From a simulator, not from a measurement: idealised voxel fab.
process module | voxel released beams
cross-section cut | 275 nm wide | cells 5 nm
A cross-section is a grid of square cells, given in bands from the top down. A band is one or more rows of cells.
Each band's line starts with the height of the band's top and of its bottom, in nm. Then come its materials from left to right, each with its width in nm. One material with "throughout" fills the band from edge to edge. "air" is empty space.
Height 0 is the level under which the wafer as received is all one material. The lowest band goes on downwards, as in "0 down".
A width such as "30 to 40" changes by the same amount from each row of cells to the next, from the band's top row to its bottom row.
"no change" after a step means that no cell of the cross-section changed.
closed voids: empty space of 8 cells or more with no open way to the top, each as width x height at its distance from the left edge, in nm
after a step's settings: what the simulator itself notes on the step
overlay nm, on a step with a mask: how far to the right of its planned place the mask lay; to the left if negative
plan
1 op RECEIVE | material Si
2 op CONFORMAL_DEP | material SiN | thk nm 5
3 op DIRECTIONAL_DEP | material SiO2 | thk nm 20
4 op MASKED_ETCH | tone open | mask id ANCHOR | width nm 35 | etch materials SiO2 | depth nm 20 | overlay nm 0
5 op CONFORMAL_DEP | material TiN | thk nm 10
6 op MASKED_ETCH | tone cover | mask id BEAM | width nm 85 | etch materials TiN | depth nm 10 | overlay nm 0
7 op STRIP | etch materials SiO2
as received, after step 1
  0 down: Si throughout
  closed voids: none
first wafer at the end, as planned
  35 to 25: air 90 | TiN 15 | air 15 | TiN 55 | air 100
  25 to 15: air 95 | TiN 10 | air 15 | TiN 10 | air 145
  15 to 5: air 95 | TiN 35 | air 145
  5 to 0: SiN throughout
  0 down: Si throughout
  closed voids: none
second wafer at the end: like start, like plan, one mistake
  45 to 35: air 90 | TiN 15 | air 15 | TiN 55 | air 100
  35 to 25: air 95 | TiN 10 | air 15 | TiN 10 | air 145
  25 to 15: air 95 | TiN 35 | air 145
  15 to 0: SiN throughout
  0 down: Si throughout
  closed voids: none
what went wrong: step 2 ran as: op CONFORMAL_DEP | material SiN | thk nm 15
at the end the second wafer has, in cells: 110 more of SiN
